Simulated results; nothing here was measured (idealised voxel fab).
process module | voxel wiring stack
cross-section cut | 300 nm wide | cells 5 nm
A cross-section is a grid of square cells, given in bands from the top down. A band is one or more rows of cells.
Each band's line starts with the height of the band's top and of its bottom, in nm. Then come its materials from left to right, each with its width in nm. One material with "throughout" fills the band from edge to edge. "air" is empty space.
Height 0 is the level under which the wafer as received is all one material. The lowest band goes on downwards, as in "0 down".
A width such as "30 to 40" changes by the same amount from each row of cells to the next, from the band's top row to its bottom row.
"no change" after a step means that no cell of the cross-section changed.
closed voids: empty space of 8 cells or more with no open way to the top, each as width x height at its distance from the left edge, in nm
after a step's settings: what the simulator itself notes on the step
overlay nm, on a step with a mask: how far to the right of its planned place the mask lay; to the left if negative
plan
1 op RECEIVE | material Si
2 op CONFORMAL_DEP | material SiO2 | thk nm 10
3 op DIRECTIONAL_DEP | material TiN | thk nm 5
4 op DIRECTIONAL_DEP | material W | thk nm 20
5 op PATTERN | tone cover | mask id METAL_1 | material resist | width nm 30 | pitch nm 60 | thk nm 20 | overlay nm 0
6 op DIRECTIONAL_ETCH | etch materials W | depth nm 20
7 op DIRECTIONAL_ETCH | etch materials TiN | depth nm 5
8 op STRIP | etch materials resist
9 op CONFORMAL_DEP | material SiN | thk nm 5
10 op FILL_DEP | material SiO2 | thk nm 5
11 op CMP | height nm 35
12 op CONFORMAL_DEP | material SiCN | thk nm 5
13 op DIRECTIONAL_DEP | material SiO2 | thk nm 30
14 op MASKED_ETCH | tone open | mask id METAL_2_HOLES | width nm 15 | pitch nm 60 | etch materials SiO2 | depth nm 30 | overlay nm 0
15 op PATTERN | tone open | mask id METAL_2 | material resist | width nm 30 | pitch nm 60 | thk nm 15 | overlay nm 0
16 op DIRECTIONAL_ETCH | etch materials SiO2 | depth nm 15
17 op DIRECTIONAL_ETCH | etch materials SiCN | depth nm 5
18 op STRIP | etch materials resist
19 op CONFORMAL_DEP | material TiN | thk nm 5
20 op FILL_DEP | material Cu | thk nm 10
21 op CMP | height nm 70
22 op CONFORMAL_DEP | material SiCN | thk nm 5
as received, after step 1
  0 down: Si throughout
  closed voids: none
first wafer at the end, as planned
  75 to 70: SiCN throughout
  70 to 60: SiO2 75 | TiN 5 | Cu 20 | TiN 5 | SiO2 30 | TiN 5 | Cu 20 | TiN 5 | SiO2 30 | TiN 5 | Cu 20 | TiN 5 | SiO2 75
  60 to 55: SiO2 75 | TiN 5 | Cu 5 | TiN 20 | SiO2 30 | TiN 5 | Cu 5 | TiN 20 | SiO2 30 | TiN 5 | Cu 5 | TiN 20 | SiO2 75
  55 to 40: SiO2 75 | TiN 5 | Cu 5 | TiN 5 | SiO2 45 | TiN 5 | Cu 5 | TiN 5 | SiO2 45 | TiN 5 | Cu 5 | TiN 5 | SiO2 90
  40 to 35: SiCN 75 | TiN 15 | SiCN 45 | TiN 15 | SiCN 45 | TiN 15 | SiCN 90
  35 to 15: SiO2 70 | SiN 5 | W 30 | SiN 5 | SiO2 20 | SiN 5 | W 30 | SiN 5 | SiO2 20 | SiN 5 | W 30 | SiN 5 | SiO2 70
  15 to 10: SiN 75 | TiN 30 | SiN 30 | TiN 30 | SiN 30 | TiN 30 | SiN 75
  10 to 0: SiO2 throughout
  0 down: Si throughout
  closed voids: none
second wafer at the end: like start, like plan, one mistake
  85 to 80: SiCN throughout
  80 to 75: Cu throughout
  75 to 70: TiN 80 | Cu 20 | TiN 40 | Cu 20 | TiN 40 | Cu 20 | TiN 80
  70 to 60: SiO2 75 | TiN 5 | Cu 20 | TiN 5 | SiO2 30 | TiN 5 | Cu 20 | TiN 5 | SiO2 30 | TiN 5 | Cu 20 | TiN 5 | SiO2 75
  60 to 55: SiO2 75 | TiN 5 | Cu 5 | TiN 20 | SiO2 30 | TiN 5 | Cu 5 | TiN 20 | SiO2 30 | TiN 5 | Cu 5 | TiN 20 | SiO2 75
  55 to 40: SiO2 75 | TiN 5 | Cu 5 | TiN 5 | SiO2 45 | TiN 5 | Cu 5 | TiN 5 | SiO2 45 | TiN 5 | Cu 5 | TiN 5 | SiO2 90
  40 to 35: SiCN 75 | TiN 15 | SiCN 45 | TiN 15 | SiCN 45 | TiN 15 | SiCN 90
  35 to 15: SiO2 70 | SiN 5 | W 30 | SiN 5 | SiO2 20 | SiN 5 | W 30 | SiN 5 | SiO2 20 | SiN 5 | W 30 | SiN 5 | SiO2 70
  15 to 10: SiN 75 | TiN 30 | SiN 30 | TiN 30 | SiN 30 | TiN 30 | SiN 75
  10 to 0: SiO2 throughout
  0 down: Si throughout
  closed voids: none
what went wrong: step 21 ran as: op CMP | height nm 80
at the end the second wafer has, in cells: 72 more of Cu | 48 more of TiN
